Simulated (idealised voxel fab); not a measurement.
Process module, titled voxel tone inversion
In the cross-section labelled cut, the width is 165 nm and each square cell is 5 nm.
Square cells in a grid make up a cross-section in this document, and the grid is given as bands, listed from the top down, each one or more rows of cells. In this notation a band is specified by the heights of its top and bottom, in that order and in nm, after which its materials appear from left to right, each paired with its width in nm. The word "full width" attached to a single material means that material fills the band from edge to edge; the word "empty" stands for empty space. Note: height 0 marks the level under which the wafer is uniformly one material as received. Lowest band unbounded below, written "from 0 down". Width: "30..40" (first number = top row, second number = bottom row, same change from row to row of cells). The designation "no modification", where it is given for a processing step, indicates that no cell of the cross-section was altered in the course of that step. The list in "Enclosed voids" covers empty spaces of 8 cells or more that cannot reach the top through any open way, and it gives each as width x height at distance; the distance is from the left edge, and width, height and distance are in nm. Whatever follows a step's settings on its line is a remark the simulator itself makes about that step. A step's line can hold "overlay nm"; with a mask on that step, the setting says how far right of the planned place the mask lay, while a negative setting says it lay to the left.

**Below is the list of planned process steps**
1: RECEIVE,material Si
2: CONFORMAL_DEP,material SiN,thk nm 5
3: DIRECTIONAL_DEP,material aC,thk nm 20
4: PATTERN,tone cover,mask id POSTS,material resist,width nm 15,pitch nm 30,thk nm 30,overlay nm 0
5: DIRECTIONAL_ETCH,etch materials aC,depth nm 20
6: STRIP,etch materials resist
7: FILL_DEP,material lowk,thk nm 5
8: CMP,height nm 25
9: STRIP,etch materials aC

**Cross-sectional view of the wafer in its as-received condition, corresponding to the state after step 1**
from 0 down  Si full width
Enclosed voids: none

**Here's the cross-section of the first of our two wafers at the end of the module - it ran as planned**
from 25 to 5  30 nm lowk  15 nm empty  15 nm lowk  15 nm empty  15 nm lowk  15 nm empty  15 nm lowk  15 nm empty  30 nm lowk
from 5 to 0  SiN full width
from 0 down  Si full width
Enclosed voids: none

**Here's the second of our two wafers sectioned at module end. Same start as the first, same plan, but one mistake got made running it**
from 25 to 5  40 nm lowk  15 nm empty  15 nm lowk  15 nm empty  15 nm lowk  15 nm empty  15 nm lowk  15 nm empty  20 nm lowk
from 5 to 0  SiN full width
from 0 down  Si full width
Enclosed voids: none
Deviation noted in wafer processing: step 4 was not run as planned; what actually ran was PATTERN,tone cover,mask id POSTS,material resist,width nm 15,pitch nm 30,thk nm 30,overlay nm 10
The concluding comparison shows that, measured in cells, each material is equally abundant on both wafers, albeit at different positions.
